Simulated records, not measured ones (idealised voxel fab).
Name of the process module below: voxel self aligned contacts
The width of the displayed cross-section, cut, is 290 nm; its cells are square, with a size of 5 nm.
How to read a cross-section here: the picture is a grid of square cells, written as bands going from the top down, and any band can span one or more rows of cells. Heads up on the band format: heights come first, top then bottom, in nm. After that it's the materials left to right, each with its width in nm. A single material flagged "all across" fills the whole band edge to edge, and "air" means there's empty space there. Heights from 0 (as-received wafer is one material below). Bottom band endless downward, as "0 -> down". It should be noted that a width expressed as "30..40" varies in equal increments from row to row of cells within the band, taking the value of the first number at the top row and that of the second number at the bottom row. No cell of the cross-section changed in a step that is given as "nothing got changed". Reported under the label "Closed void roster" are the empty spaces having no open way to the top and comprising 8 cells or more; the notation for each is width x height at distance, in which the distance is measured from the left edge and all three values are in nm. Heads up: the bit after the settings on a step's line is the simulator's remark on that step. When a step includes a mask, the "overlay nm" setting on its line states how far to the right of its planned place that mask lay, and negative values state how far to the left.

## Process steps (planned)
1: RECEIVE: material Si
2: OXIDIZE: depth nm 5
3: DIRECTIONAL_DEP: material polySi, thk nm 25
4: DIRECTIONAL_DEP: material SiN, thk nm 20
5: DIRECTIONAL_DEP: material aC, thk nm 10
6: PATTERN: tone cover, mask id GATE, material resist, width nm 25, pitch nm 60, thk nm 25, overlay nm 0
7: DIRECTIONAL_ETCH: etch materials aC, depth nm 10
8: STRIP: etch materials resist
9: DIRECTIONAL_ETCH: etch materials SiN, depth nm 20
10: DIRECTIONAL_ETCH: etch materials polySi, depth nm 25
11: STRIP: etch materials aC
12: CONFORMAL_DEP: material SiN, thk nm 10
13: DIRECTIONAL_ETCH: etch materials SiN, depth nm 10
14: FILL_DEP: material SiO2, thk nm 20
15: CMP: height nm 55
16: MASKED_ETCH: tone open, mask id CONTACT, width nm 45, etch materials SiO2, depth nm 60, overlay nm -15
17: CONFORMAL_DEP: material TiN, thk nm 5
18: FILL_DEP: material Ru, thk nm 10
19: CMP: height nm 55
20: CONFORMAL_DEP: material SiN, thk nm 5
For this document, wafers share an identical start and vary in the step 16 overlay nm; the plan quotes the first wafer's value.

## The first of several wafers in cross-section, exactly as it reached us after step 1
	0 -> down: Si all across
	Closed void roster: none

## First wafer of several, cross-section, module end, after step 20 (last)
	60 -> 55: SiN all across
	55 -> 45: 105 of SiO2; 5..35 of TiN; 35..5 of Ru; 5 of TiN; 140 of SiO2
	45 -> 25: 90 of SiO2; 45 of SiN; 5 of TiN; 5 of Ru; 5 of TiN; 45 of SiN; 95 of SiO2
	25 -> 0: 90 of SiO2; 10 of SiN; 25 of polySi; 10 of SiN; 5 of TiN; 5 of Ru; 5 of TiN; 10 of SiN; 25 of polySi; 10 of SiN; 95 of SiO2
	0 -> -5: 135 of SiO2; 15 of TiN; 140 of SiO2
	-5 -> down: Si all across
	Closed void roster: none

## Last-wafer cross-section at the end of the module
	60 -> 55: SiN all across
	55 -> 45: 135 of SiO2; 5 of TiN; 35..5 of Ru; 5..35 of TiN; 110 of SiO2
	45 -> 25: 90 of SiO2; 45 of SiN; 5 of TiN; 5 of Ru; 5 of TiN; 45 of SiN; 95 of SiO2
	25 -> 0: 90 of SiO2; 10 of SiN; 25 of polySi; 10 of SiN; 5 of TiN; 5 of Ru; 5 of TiN; 10 of SiN; 25 of polySi; 10 of SiN; 95 of SiO2
	0 -> -5: 135 of SiO2; 15 of TiN; 140 of SiO2
	-5 -> down: Si all across
	Closed void roster: none

## Heads up, this table goes wafer by wafer. A row tells you, at the end of the module, how many cells of each material that wafer has put on (+) or dropped (-) since it was received, and then its closed voids
overlay nm -15; +17 Ru; -58 Si; +170 SiN; +486 SiO2; +31 TiN; +50 polySi; Closed void roster: none
overlay nm -10; +17 Ru; -58 Si; +170 SiN; +486 SiO2; +31 TiN; +50 polySi; Closed void roster: none
overlay nm -5; +17 Ru; -58 Si; +170 SiN; +486 SiO2; +31 TiN; +50 polySi; Closed void roster: none
overlay nm 0; +17 Ru; -58 Si; +170 SiN; +486 SiO2; +31 TiN; +50 polySi; Closed void roster: none
overlay nm 5; +17 Ru; -58 Si; +170 SiN; +486 SiO2; +31 TiN; +50 polySi; Closed void roster: none
overlay nm 10; +17 Ru; -58 Si; +170 SiN; +486 SiO2; +31 TiN; +50 polySi; Closed void roster: none
overlay nm 15; +17 Ru; -58 Si; +170 SiN; +486 SiO2; +31 TiN; +50 polySi; Closed void roster: none
